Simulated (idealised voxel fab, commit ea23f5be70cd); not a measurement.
The name of this process module is voxel lift off.
Section shown: cut. Width: 195 nm. Cell size: 5 nm, square.
Think of the cross-section as a grid of square cells. We describe it in bands, top to bottom, and each band covers one or more rows of those cells.
Basically the band line says how high the top is and how high the bottom is, in nm, and then what's in it from left to right, every material with its width in nm. Empty space shows up as "empty", and if a single material carries "edge to edge" it runs the full band edge to edge.
Height datum 0, below which the as-received substrate wafer is one material. Lowest band open at the bottom, running downward: "top 0, no bottom".
Width: "30->40" (first number = top row, second number = bottom row, same change from row to row of cells).
It should be understood that the words "everything unchanged", when stated for a given step, signify that the cross-section underwent no change in any of its cells during that step.
In the "Fully sealed cavities" entry, you get each enclosed empty space of 8 cells or more, one with no open way to the top, written width x height at distance, distance from the left edge, in nm.
Where a step's line continues beyond its settings, the continuation is a remark by the simulator itself on that step.
overlay nm: mask right of planned place by this much (step with mask). Neg. = left.
[The steps planned for the process are as follows]
1 RECEIVE | material Si
2 CONFORMAL_DEP | material SiO2 | thk nm 10
3 PATTERN | tone open | mask id LINES | material resist | width nm 20 | pitch nm 40 | thk nm 25 | overlay nm 0
4 DIRECTIONAL_DEP | material Ru | thk nm 15
5 STRIP | etch materials resist
6 CONFORMAL_DEP | material SiO2 | thk nm 10
[The cross-section here shows the wafer as received, i.e. in its state after step 1]
	top 0, no bottom: Si edge to edge
	Fully sealed cavities: none
[Looking at the first of two wafers in cross-section at end of module - ran to plan]
	top 35, bottom 25: 55 nm empty  80 nm SiO2  60 nm empty
	top 25, bottom 20: 55 nm empty  10 nm SiO2  20 nm Ru  20 nm SiO2  20 nm Ru  10 nm SiO2  60 nm empty
	top 20, bottom 10: 65 nm SiO2  20 nm Ru  20 nm SiO2  20 nm Ru  70 nm SiO2
	top 10, bottom 0: SiO2 edge to edge
	top 0, no bottom: Si edge to edge
	Fully sealed cavities: none
[This is the second of the two wafers, cross-sectioned at the end of the module; it started exactly like the first and was given the same plan, but it was run with one mistake]
	top 25, bottom 20: 55 nm empty  80 nm SiO2  60 nm empty
	top 20, bottom 15: SiO2 edge to edge
	top 15, bottom 10: 65 nm SiO2  20 nm Ru  20 nm SiO2  20 nm Ru  70 nm SiO2
	top 10, bottom 0: SiO2 edge to edge
	top 0, no bottom: Si edge to edge
	Fully sealed cavities: none
What went wrong in running the wafer? step 4 did not use the planned setting and instead ran as DIRECTIONAL_DEP | material Ru | thk nm 5
Looking at both finished wafers in cells, the second ends up ahead of or behind the first on some materials: Ru -16 | SiO2 -16
